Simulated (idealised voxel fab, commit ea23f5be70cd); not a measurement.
Module name: voxel wiring stack (process module)
Shown is cross-section cut, with a width of 240 nm and square cells of size 5 nm.
Just so we're on the same page, the cross-sections are grids of square cells, and they're listed out in bands top to bottom, each band one or more rows deep. In this notation a band is specified by the heights of its top and bottom, in that order and in nm, after which its materials appear from left to right, each paired with its width in nm. The word "all across" attached to a single material means that material fills the band from edge to edge; the word "blank" stands for empty space. The level at which height equals 0 is the one under which the wafer, as it arrives, is entirely one material. No lower edge exists for the bottom band, which continues downward and is notated as in "z 0 and below". The expression "30..40" gives the width at the extremes of the band, the first number at its top row of cells and the second at its bottom row, with the width changing by equal amounts from each row to the next in between. It should be understood that the words "nothing was modified", when stated for a given step, signify that the cross-section underwent no change in any of its cells during that step. For the entry "Enclosed void inventory", the listed items are empty spaces with no open way to the top whose size is 8 cells or more; each item follows the pattern width x height at distance, where distance is from the left edge and all three are in nm. Post-settings text on a step line: simulator's own remark regarding the step. "overlay nm" on a masked step: distance the mask lay right of its planned place, negative for left.
[List of planned process steps]
| 1 | RECEIVE | material Si |
| 2 | CONFORMAL_DEP | material SiO2 | thk nm 15 |
| 3 | DIRECTIONAL_DEP | material TiN | thk nm 5 |
| 4 | DIRECTIONAL_DEP | material Ru | thk nm 25 |
| 5 | PATTERN | tone cover | mask id METAL_1 | material resist | width nm 25 | pitch nm 45 | thk nm 20 | overlay nm 0 |
| 6 | DIRECTIONAL_ETCH | etch materials Ru | depth nm 25 |
| 7 | DIRECTIONAL_ETCH | etch materials TiN | depth nm 5 |
| 8 | STRIP | etch materials resist |
| 9 | FILL_DEP | material lowk | thk nm 10 |
| 10 | CMP | height nm 45 |
| 11 | CONFORMAL_DEP | material SiCN | thk nm 5 |
| 12 | DIRECTIONAL_DEP | material lowk | thk nm 25 |
| 13 | DIRECTIONAL_DEP | material aC | thk nm 10 |
| 14 | PATTERN | tone open | mask id METAL_2_HOLES | material resist | width nm 15 | pitch nm 45 | thk nm 25 | overlay nm 0 |
| 15 | DIRECTIONAL_ETCH | etch materials aC | depth nm 10 |
| 16 | STRIP | etch materials resist |
| 17 | DIRECTIONAL_ETCH | etch materials lowk | depth nm 25 |
| 18 | STRIP | etch materials aC |
| 19 | MASKED_ETCH | tone open | mask id METAL_2 | width nm 25 | pitch nm 45 | etch materials lowk | depth nm 15 | overlay nm 0 |
| 20 | MASKED_ETCH | tone open | mask id METAL_2 | width nm 25 | pitch nm 45 | etch materials SiCN | depth nm 5 | overlay nm 0 |
| 21 | CONFORMAL_DEP | material TiN | thk nm 5 |
| 22 | FILL_DEP | material Cu | thk nm 10 |
| 23 | CMP | height nm 75 |
| 24 | CONFORMAL_DEP | material SiCN | thk nm 5 |
[Cross-section of the wafer at receipt, which is the condition after step 1]
- z 0 and below = Si all across
- Enclosed void inventory: none
[Cross-sectional view of the first of the two wafers upon completion of the module, processed in accordance with the plan]
- z 80 to 75 = SiCN all across
- z 75 to 65 = lowk 40 nm, then TiN 5 nm, then Cu 15 nm, then TiN 5 nm, then lowk 20 nm, then TiN 5 nm, then Cu 15 nm, then TiN 5 nm, then lowk 20 nm, then TiN 5 nm, then Cu 15 nm, then TiN 5 nm, then lowk 20 nm, then TiN 5 nm, then Cu 15 nm, then TiN 5 nm, then lowk 40 nm
- z 65 to 60 = lowk 40 nm, then TiN 5 nm, then Cu 5 nm, then TiN 15 nm, then lowk 20 nm, then TiN 5 nm, then Cu 5 nm, then TiN 15 nm, then lowk 20 nm, then TiN 5 nm, then Cu 5 nm, then TiN 15 nm, then lowk 20 nm, then TiN 5 nm, then Cu 5 nm, then TiN 15 nm, then lowk 40 nm
- z 60 to 50 = lowk 40 nm, then TiN 5 nm, then Cu 5 nm, then TiN 5 nm, then lowk 30 nm, then TiN 5 nm, then Cu 5 nm, then TiN 5 nm, then lowk 30 nm, then TiN 5 nm, then Cu 5 nm, then TiN 5 nm, then lowk 30 nm, then TiN 5 nm, then Cu 5 nm, then TiN 5 nm, then lowk 50 nm
- z 50 to 45 = SiCN 40 nm, then TiN 15 nm, then SiCN 30 nm, then TiN 15 nm, then SiCN 30 nm, then TiN 15 nm, then SiCN 30 nm, then TiN 15 nm, then SiCN 50 nm
- z 45 to 20 = lowk 40 nm, then Ru 25 nm, then lowk 20 nm, then Ru 25 nm, then lowk 20 nm, then Ru 25 nm, then lowk 20 nm, then Ru 25 nm, then lowk 40 nm
- z 20 to 15 = lowk 40 nm, then TiN 25 nm, then lowk 20 nm, then TiN 25 nm, then lowk 20 nm, then TiN 25 nm, then lowk 20 nm, then TiN 25 nm, then lowk 40 nm
- z 15 to 0 = SiO2 all across
- z 0 and below = Si all across
- Enclosed void inventory: none
[Second wafer through the module, sectioned at the end: same beginning and same plan as the first wafer, with one mistake in carrying it out]
- z 80 to 75 = SiCN all across
- z 75 to 65 = lowk 40 nm, then TiN 5 nm, then Cu 15 nm, then TiN 5 nm, then lowk 20 nm, then TiN 5 nm, then Cu 15 nm, then TiN 5 nm, then lowk 20 nm, then TiN 5 nm, then Cu 15 nm, then TiN 5 nm, then lowk 20 nm, then TiN 5 nm, then Cu 15 nm, then TiN 5 nm, then lowk 40 nm
- z 65 to 60 = lowk 40 nm, then TiN 5 nm, then Cu 5 nm, then TiN 15 nm, then lowk 20 nm, then TiN 5 nm, then Cu 5 nm, then TiN 15 nm, then lowk 20 nm, then TiN 5 nm, then Cu 5 nm, then TiN 15 nm, then lowk 20 nm, then TiN 5 nm, then Cu 5 nm, then TiN 15 nm, then lowk 40 nm
- z 60 to 50 = lowk 40 nm, then TiN 5 nm, then Cu 5 nm, then TiN 5 nm, then lowk 30 nm, then TiN 5 nm, then Cu 5 nm, then TiN 5 nm, then lowk 30 nm, then TiN 5 nm, then Cu 5 nm, then TiN 5 nm, then lowk 30 nm, then TiN 5 nm, then Cu 5 nm, then TiN 5 nm, then lowk 50 nm
- z 50 to 45 = SiCN 40 nm, then TiN 15 nm, then SiCN 30 nm, then TiN 15 nm, then SiCN 30 nm, then TiN 15 nm, then SiCN 30 nm, then TiN 15 nm, then SiCN 50 nm
- z 45 to 35 = lowk 40 nm, then Ru 25 nm, then lowk 20 nm, then Ru 25 nm, then lowk 20 nm, then Ru 25 nm, then lowk 20 nm, then Ru 25 nm, then lowk 40 nm
- z 35 to 30 = lowk 40 nm, then TiN 25 nm, then lowk 20 nm, then TiN 25 nm, then lowk 20 nm, then TiN 25 nm, then lowk 20 nm, then TiN 25 nm, then lowk 40 nm
- z 30 to 0 = SiO2 all across
- z 0 and below = Si all across
- Enclosed void inventory: none
What was the processing mistake? step 2 of the plan was carried out twice
Upon completion, the second wafer contains, in terms of cells, a greater or smaller amount of certain materials than the first wafer: -60 Ru | +144 SiO2 | -84 lowk
